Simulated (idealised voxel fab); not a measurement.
process module | voxel local oxidation
cross-section cut | 275 nm wide | cells 5 nm
A cross-section is a grid of square cells, given in bands from the top down. A band is one or more rows of cells.
Each band's line starts with the height of the band's top and of its bottom, in nm. Then come its materials from left to right, each with its width in nm. One material with "throughout" fills the band from edge to edge. "air" is empty space.
Height 0 is the level under which the wafer as received is all one material. The lowest band goes on downwards, as in "0 down".
A width such as "30 to 40" changes by the same amount from each row of cells to the next, from the band's top row to its bottom row.
"no change" after a step means that no cell of the cross-section changed.
closed voids: empty space of 8 cells or more with no open way to the top, each as width x height at its distance from the left edge, in nm
after a step's settings: what the simulator itself notes on the step
overlay nm, on a step with a mask: how far to the right of its planned place the mask lay; to the left if negative
plan
1 op RECEIVE | material Si
2 op OXIDIZE | depth nm 5
3 op CONFORMAL_DEP | material SiN | thk nm 15
4 op PATTERN | tone cover | mask id ACTIVE | material resist | width nm 115 | thk nm 20 | overlay nm 0
5 op DIRECTIONAL_ETCH | etch materials SiN | depth nm 15
6 op STRIP | etch materials resist
7 op SELECTIVE_ETCH | etch materials SiO2 | depth nm 5
8 op OXIDIZE | depth nm 10
9 op STRIP | etch materials SiN
first wafer, as planned
as received, after step 1
  0 down: Si throughout
  closed voids: none
after step 2
  0 to -5: SiO2 throughout
  below -5: unchanged
after step 3
  15 to 0: SiN throughout
  below 0: unchanged
after step 4
  35 to 15: air 80 | resist 115 | air 80
  below 15: unchanged
after step 5
  35 to 15: air 80 | resist 115 | air 80
  15 to 0: air 80 | SiN 115 | air 80
  below 0: unchanged
after step 6
  15 to 0: air 80 | SiN 115 | air 80
  below 0: unchanged
after step 7
  15 to 0: air 80 | SiN 115 | air 80
  0 to -5: air 85 | SiO2 105 | air 85
  below -5: unchanged
after step 8
  15 to 0: air 80 | SiN 115 | air 80
  0 to -5: air 85 | SiO2 105 | air 85
  -5 to -15: SiO2 95 | Si 85 | SiO2 95
  below -15: unchanged
after step 9
  0 to -5: air 85 | SiO2 105 | air 85
  below -5: unchanged
second wafer: like start, like plan, one mistake. Through step 7 it matches the first wafer
when step 8 should have ended
  0 to -5: air 85 | SiO2 105 | air 85
  below -5: unchanged
when step 9 should have ended
  0 to -5: air 85 | SiO2 105 | air 85
  -5 to -15: SiO2 95 | Si 85 | SiO2 95
  below -15: unchanged
what went wrong: steps 8 and 9 were swapped
at the end the two cross-sections are the same: no effect in what this model computes
